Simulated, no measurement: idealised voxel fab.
Process module name: voxel self aligned vias
FYI the section here is cut, 185 nm wide, cells are 5 nm squares.
Bands, listed from the top down, are how a cross-section gets written in this document; the cross-section itself is a grid of square cells, and a band is one or more rows of them. Quick guide to a band line: top height, bottom height (nm) up front; then every material left to right with its width in nm. Only one material and it's marked "edge to edge"? Then it fills the band edge to edge. And "air" just means empty space. Counting heights begins at 0, where everything beneath is, in the wafer as received, one material. The lowest band has no bottom; it goes on downwards, as "0 and below" shows. Width: "30..40" (first number = top row, second number = bottom row, same change from row to row of cells). The designation "nothing changed", where it is given for a processing step, indicates that no cell of the cross-section was altered in the course of that step. Enclosed voids (no open way to top), threshold 8 cells or more, entry "Fully closed voids", notation width x height at distance, distance from left edge, nm. Where a step's line continues beyond its settings, the continuation is a remark by the simulator itself on that step. A step line may carry the setting "overlay nm", which, for steps involving a mask, states the distance by which the mask lay to the right of its intended position; negative values denote displacement to the left.

## plan
1 RECEIVE with material Si
2 CONFORMAL_DEP with material SiO2, thk nm 10
3 CONFORMAL_DEP with material SiCN, thk nm 5
4 DIRECTIONAL_DEP with material SiO2, thk nm 25
5 MASKED_ETCH with tone open, mask id LINES, width nm 25, pitch nm 70, etch materials SiO2, depth nm 25, overlay nm 0
6 CONFORMAL_DEP with material TiN, thk nm 5
7 FILL_DEP with material Ru, thk nm 10
8 CMP with height nm 40
9 SELECTIVE_ETCH with etch materials W Ru TiN, depth nm 5
10 FILL_DEP with material SiN, thk nm 10
11 CMP with height nm 40
12 DIRECTIONAL_DEP with material SiO2, thk nm 20
13 DIRECTIONAL_DEP with material aC, thk nm 10
14 PATTERN with tone open, mask id VIAS, material resist, width nm 45, thk nm 30, overlay nm 0
15 DIRECTIONAL_ETCH with etch materials aC, depth nm 10
16 STRIP with etch materials resist
17 DIRECTIONAL_ETCH with etch materials SiO2, depth nm 20
18 DIRECTIONAL_ETCH with etch materials SiN, depth nm 5
19 STRIP with etch materials aC
20 CONFORMAL_DEP with material TiN, thk nm 5
21 FILL_DEP with material Ru, thk nm 10
22 CMP with height nm 60
23 CONFORMAL_DEP with material SiCN, thk nm 5

## as received, after step 1
- 0 and below | Si edge to edge
- Fully closed voids: none

## Run as planned - first of the two wafers cross-sectioned at the end of the module
- 65 down to 60 | SiCN edge to edge
- 60 down to 45 | 35 of SiO2 | 5 of TiN | 35 of Ru | 5 of TiN | 105 of SiO2
- 45 down to 40 | 35 of SiO2 | 15 of TiN | 15 of Ru | 15 of TiN | 105 of SiO2
- 40 down to 35 | 45 of SiO2 | 25 of TiN | 45 of SiO2 | 25 of SiN | 45 of SiO2
- 35 down to 20 | 45 of SiO2 | 5 of TiN | 15 of Ru | 5 of TiN | 45 of SiO2 | 5 of TiN | 15 of Ru | 5 of TiN | 45 of SiO2
- 20 down to 15 | 45 of SiO2 | 25 of TiN | 45 of SiO2 | 25 of TiN | 45 of SiO2
- 15 down to 10 | SiCN edge to edge
- 10 down to 0 | SiO2 edge to edge
- 0 and below | Si edge to edge
- Fully closed voids: none

## Wafer two, end of module, cross-section. Same start, same plan as wafer one. One mistake in the run
- 65 down to 60 | SiCN edge to edge
- 60 down to 40 | 35 of SiO2 | 5 of TiN | 35 of Ru | 5 of TiN | 105 of SiO2
- 40 down to 35 | 35 of SiO2 | 45 of TiN | 35 of SiO2 | 25 of SiN | 45 of SiO2
- 35 down to 20 | 45 of SiO2 | 5 of TiN | 15 of Ru | 5 of TiN | 45 of SiO2 | 5 of TiN | 15 of Ru | 5 of TiN | 45 of SiO2
- 20 down to 15 | 45 of SiO2 | 25 of TiN | 45 of SiO2 | 25 of TiN | 45 of SiO2
- 15 down to 10 | SiCN edge to edge
- 10 down to 0 | SiO2 edge to edge
- 0 and below | Si edge to edge
- Fully closed voids: none
It is concluded that the wafer was processed incorrectly with respect to the plan, in that step 17 was run on a setting that differed from the plan, and what really ran there is DIRECTIONAL_ETCH with etch materials SiO2, depth nm 25
The second wafer ends with more or fewer cells of some materials than the first, per final count: Ru +4 | SiO2 -4
